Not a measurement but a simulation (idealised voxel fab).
process module | voxel spacer lines
cross-section cut | 205 nm wide | cells 5 nm
A cross-section is a grid of square cells, given in bands from the top down. A band is one or more rows of cells.
Each band's line starts with the height of the band's top and of its bottom, in nm. Then come its materials from left to right, each with its width in nm. One material with "throughout" fills the band from edge to edge. "air" is empty space.
Height 0 is the level under which the wafer as received is all one material. The lowest band goes on downwards, as in "0 down".
A width such as "30 to 40" changes by the same amount from each row of cells to the next, from the band's top row to its bottom row.
"no change" after a step means that no cell of the cross-section changed.
closed voids: empty space of 8 cells or more with no open way to the top, each as width x height at its distance from the left edge, in nm
after a step's settings: what the simulator itself notes on the step
overlay nm, on a step with a mask: how far to the right of its planned place the mask lay; to the left if negative
plan
1 op RECEIVE | material Si
2 op CONFORMAL_DEP | material Al2O3 | thk nm 10
3 op DIRECTIONAL_DEP | material polySi | thk nm 20
4 op DIRECTIONAL_DEP | material aC | thk nm 25
5 op PATTERN | tone cover | mask id MANDREL | material resist | width nm 15 | pitch nm 60 | thk nm 35 | overlay nm 0
6 op DIRECTIONAL_ETCH | etch materials aC | depth nm 25
7 op STRIP | etch materials resist
8 op CONFORMAL_DEP | material SiN | thk nm 15
9 op DIRECTIONAL_ETCH | etch materials SiN | depth nm 15
10 op STRIP | etch materials aC
11 op DIRECTIONAL_ETCH | etch materials polySi | depth nm 20
12 op STRIP | etch materials SiN
13 op FILL_DEP | material SiO2 | thk nm 10
14 op CMP | height nm 30
as received, after step 1
  0 down: Si throughout
  closed voids: none
a wafer at the end: this start, this plan, one mistake
  30 to 20: SiO2 throughout
  20 to 0: SiO2 50 | polySi 15 | SiO2 15 | polySi 15 | SiO2 15 | polySi 15 | SiO2 15 | polySi 15 | SiO2 50
  0 down: Si throughout
  closed voids: none
what went wrong: step 2 was left out
